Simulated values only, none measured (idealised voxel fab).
A process module follows: voxel gate over fins.
Section shown: cut. Width: 280 nm. Cell size: 5 nm, square.
For the purposes of this document, a cross-section shall be understood as a grid of square cells, specified as bands listed in top-to-bottom order, each band consisting of one or more rows of cells. The entry gives the band's vertical extent as a top height and a bottom height in nm, then its horizontal make-up as materials from left to right, each with a width in nm. "empty" stands for empty space; a single material marked "full width" fills the band edge to edge. Below 0: as-received wafer, all one material; heights counted from there. Lowest band: no bottom, goes on down, written "0 nm and below". With a width like "30..40", each row of cells in the band differs from the next by the same amount, the top row carrying the first number and the bottom row the second. Given "remains unaltered" for a step, no cell of the cross-section differs between before and after that step. "Closed internal voids" contains a list of empty spaces, each no smaller than 8 cells and without an open way to the top, written in the form width x height at distance with the distance from the left edge and all three in nm. Formally, on a step line, whatever follows the settings is a remark that the simulator itself makes on the step. For masked steps, "overlay nm" on the step line gives how far right of plan the mask actually lay; a minus sign means it lay to the left.

### Process steps (planned)
| 1 | RECEIVE | material Si |
| 2 | CONFORMAL_DEP | material SiN | thk nm 10 |
| 3 | DIRECTIONAL_DEP | material aC | thk nm 10 |
| 4 | PATTERN | tone cover | mask id FINS | material resist | width nm 15 | pitch nm 60 | thk nm 30 | overlay nm 0 |
| 5 | DIRECTIONAL_ETCH | etch materials aC | depth nm 10 |
| 6 | STRIP | etch materials resist |
| 7 | DIRECTIONAL_ETCH | etch materials SiN | depth nm 10 |
| 8 | DIRECTIONAL_ETCH | etch materials Si | depth nm 35 |
| 9 | STRIP | etch materials aC |
| 10 | FILL_DEP | material SiO2 | thk nm 15 |
| 11 | CMP | height nm 10 |
| 12 | DIRECTIONAL_DEP | material aC | thk nm 10 |
| 13 | PATTERN | tone open | mask id RAIL | material resist | width nm 15 | thk nm 25 | overlay nm 0 |
| 14 | DIRECTIONAL_ETCH | etch materials aC | depth nm 10 |
| 15 | STRIP | etch materials resist |
| 16 | DIRECTIONAL_ETCH | etch materials SiO2 | depth nm 40 |
| 17 | STRIP | etch materials aC |
| 18 | CONFORMAL_DEP | material TiN | thk nm 5 |
| 19 | FILL_DEP | material W | thk nm 5 |
| 20 | CMP | height nm 10 |
| 21 | SELECTIVE_ETCH | etch materials W Ru TiN | depth nm 30 |
| 22 | FILL_DEP | material SiO2 | thk nm 5 |
| 23 | CMP | height nm 10 |
| 24 | SELECTIVE_ETCH | etch materials SiO2 | depth nm 25 |
| 25 | STRIP | etch materials SiN |
| 26 | CONFORMAL_DEP | material HfO2 | thk nm 5 |
| 27 | CONFORMAL_DEP | material TiN | thk nm 5 |
| 28 | CONFORMAL_DEP | material TiAl | thk nm 5 |
| 29 | CONFORMAL_DEP | material TiN | thk nm 5 |
| 30 | FILL_DEP | material W | thk nm 10 |
| 31 | CMP | height nm 25 |
| 32 | CONFORMAL_DEP | material SiCN | thk nm 10 |

### Wafer as received: cross-section following step 1
	0 nm and below  Si full width
	Closed internal voids: none

### Cross-section taken at module completion on the first of two wafers; processed per the plan
	35 nm to 25 nm  SiCN full width
	25 nm to 20 nm  W full width
	20 nm to 15 nm  20 nm W, then 55 nm TiN, then 5 nm W, then 55 nm TiN, then 5 nm W, then 55 nm TiN, then 5 nm W, then 55 nm TiN, then 25 nm W
	15 nm to 10 nm  20 nm W, then 5 nm TiN, then 45 nm TiAl, then 5 nm TiN, then 5 nm W, then 5 nm TiN, then 45 nm TiAl, then 5 nm TiN, then 5 nm W, then 5 nm TiN, then 45 nm TiAl, then 5 nm TiN, then 5 nm W, then 5 nm TiN, then 45 nm TiAl, then 5 nm TiN, then 25 nm W
	10 nm to 5 nm  20 nm W, then 5 nm TiN, then 5 nm TiAl, then 35 nm TiN, then 5 nm TiAl, then 5 nm TiN, then 5 nm W, then 5 nm TiN, then 5 nm TiAl, then 35 nm TiN, then 5 nm TiAl, then 5 nm TiN, then 5 nm W, then 5 nm TiN, then 5 nm TiAl, then 35 nm TiN, then 5 nm TiAl, then 5 nm TiN, then 5 nm W, then 5 nm TiN, then 5 nm TiAl, then 35 nm TiN, then 5 nm TiAl, then 5 nm TiN, then 25 nm W
	5 nm to 0 nm  25 nm TiN, then 5 nm TiAl, then 5 nm TiN, then 25 nm HfO2, then 5 nm TiN, then 5 nm TiAl, then 15 nm TiN, then 5 nm TiAl, then 5 nm TiN, then 25 nm HfO2, then 5 nm TiN, then 5 nm TiAl, then 15 nm TiN, then 5 nm TiAl, then 5 nm TiN, then 25 nm HfO2, then 5 nm TiN, then 5 nm TiAl, then 15 nm TiN, then 5 nm TiAl, then 5 nm TiN, then 25 nm HfO2, then 5 nm TiN, then 5 nm TiAl, then 30 nm TiN
	0 nm to -5 nm  30 nm TiAl, then 5 nm TiN, then 5 nm HfO2, then 15 nm Si, then 5 nm HfO2, then 5 nm TiN, then 25 nm TiAl, then 5 nm TiN, then 5 nm HfO2, then 15 nm Si, then 5 nm HfO2, then 5 nm TiN, then 25 nm TiAl, then 5 nm TiN, then 5 nm HfO2, then 15 nm Si, then 5 nm HfO2, then 5 nm TiN, then 25 nm TiAl, then 5 nm TiN, then 5 nm HfO2, then 15 nm Si, then 5 nm HfO2, then 5 nm TiN, then 35 nm TiAl
	-5 nm to -10 nm  35 nm TiN, then 5 nm HfO2, then 15 nm Si, then 5 nm HfO2, then 35 nm TiN, then 5 nm HfO2, then 15 nm Si, then 5 nm HfO2, then 35 nm TiN, then 5 nm HfO2, then 15 nm Si, then 5 nm HfO2, then 35 nm TiN, then 5 nm HfO2, then 15 nm Si, then 5 nm HfO2, then 40 nm TiN
	-10 nm to -15 nm  40 nm HfO2, then 15 nm Si, then 45 nm HfO2, then 15 nm Si, then 45 nm HfO2, then 15 nm Si, then 45 nm HfO2, then 15 nm Si, then 45 nm HfO2
	-15 nm to -20 nm  40 nm SiO2, then 15 nm Si, then 45 nm SiO2, then 15 nm Si, then 45 nm SiO2, then 15 nm Si, then 45 nm SiO2, then 15 nm Si, then 45 nm SiO2
	-20 nm to -25 nm  40 nm SiO2, then 15 nm Si, then 15 nm SiO2, then 5 nm TiN, then 5 nm W, then 5 nm TiN, then 15 nm SiO2, then 15 nm Si, then 45 nm SiO2, then 15 nm Si, then 45 nm SiO2, then 15 nm Si, then 45 nm SiO2
	-25 nm to -30 nm  40 nm SiO2, then 15 nm Si, then 15 nm SiO2, then 15 nm TiN, then 15 nm SiO2, then 15 nm Si, then 45 nm SiO2, then 15 nm Si, then 45 nm SiO2, then 15 nm Si, then 45 nm SiO2
	-30 nm to -35 nm  40 nm SiO2, then 15 nm Si, then 45 nm SiO2, then 15 nm Si, then 45 nm SiO2, then 15 nm Si, then 45 nm SiO2, then 15 nm Si, then 45 nm SiO2
	-35 nm and below  Si full width
	Closed internal voids: none

### Cross-section, second wafer: same start as the first, same plan as the first, one mistake in running it; taken at the end of the module
	35 nm to 25 nm  SiCN full width
	25 nm to 15 nm  W full width
	15 nm to 5 nm  25 nm W, then 45 nm TiN, then 15 nm W, then 45 nm TiN, then 15 nm W, then 45 nm TiN, then 15 nm W, then 45 nm TiN, then 30 nm W
	5 nm to 0 nm  25 nm W, then 10 nm TiN, then 25 nm HfO2, then 10 nm TiN, then 15 nm W, then 10 nm TiN, then 25 nm HfO2, then 10 nm TiN, then 15 nm W, then 10 nm TiN, then 25 nm HfO2, then 10 nm TiN, then 15 nm W, then 10 nm TiN, then 25 nm HfO2, then 10 nm TiN, then 30 nm W
	0 nm to -10 nm  35 nm TiN, then 5 nm HfO2, then 15 nm Si, then 5 nm HfO2, then 35 nm TiN, then 5 nm HfO2, then 15 nm Si, then 5 nm HfO2, then 35 nm TiN, then 5 nm HfO2, then 15 nm Si, then 5 nm HfO2, then 35 nm TiN, then 5 nm HfO2, then 15 nm Si, then 5 nm HfO2, then 40 nm TiN
	-10 nm to -15 nm  40 nm HfO2, then 15 nm Si, then 45 nm HfO2, then 15 nm Si, then 45 nm HfO2, then 15 nm Si, then 45 nm HfO2, then 15 nm Si, then 45 nm HfO2
	-15 nm to -20 nm  40 nm SiO2, then 15 nm Si, then 45 nm SiO2, then 15 nm Si, then 45 nm SiO2, then 15 nm Si, then 45 nm SiO2, then 15 nm Si, then 45 nm SiO2
	-20 nm to -25 nm  40 nm SiO2, then 15 nm Si, then 15 nm SiO2, then 5 nm TiN, then 5 nm W, then 5 nm TiN, then 15 nm SiO2, then 15 nm Si, then 45 nm SiO2, then 15 nm Si, then 45 nm SiO2, then 15 nm Si, then 45 nm SiO2
	-25 nm to -30 nm  40 nm SiO2, then 15 nm Si, then 15 nm SiO2, then 15 nm TiN, then 15 nm SiO2, then 15 nm Si, then 45 nm SiO2, then 15 nm Si, then 45 nm SiO2, then 15 nm Si, then 45 nm SiO2
	-30 nm to -35 nm  40 nm SiO2, then 15 nm Si, then 45 nm SiO2, then 15 nm Si, then 45 nm SiO2, then 15 nm Si, then 45 nm SiO2, then 15 nm Si, then 45 nm SiO2
	-35 nm and below  Si full width
	Closed internal voids: none
Diagnosis: step 28 of the plan was bypassed and not carried out
Wafer comparison, final, in cells, second relative to first, materials more or fewer: TiAl: 80 fewer | W: 80 more
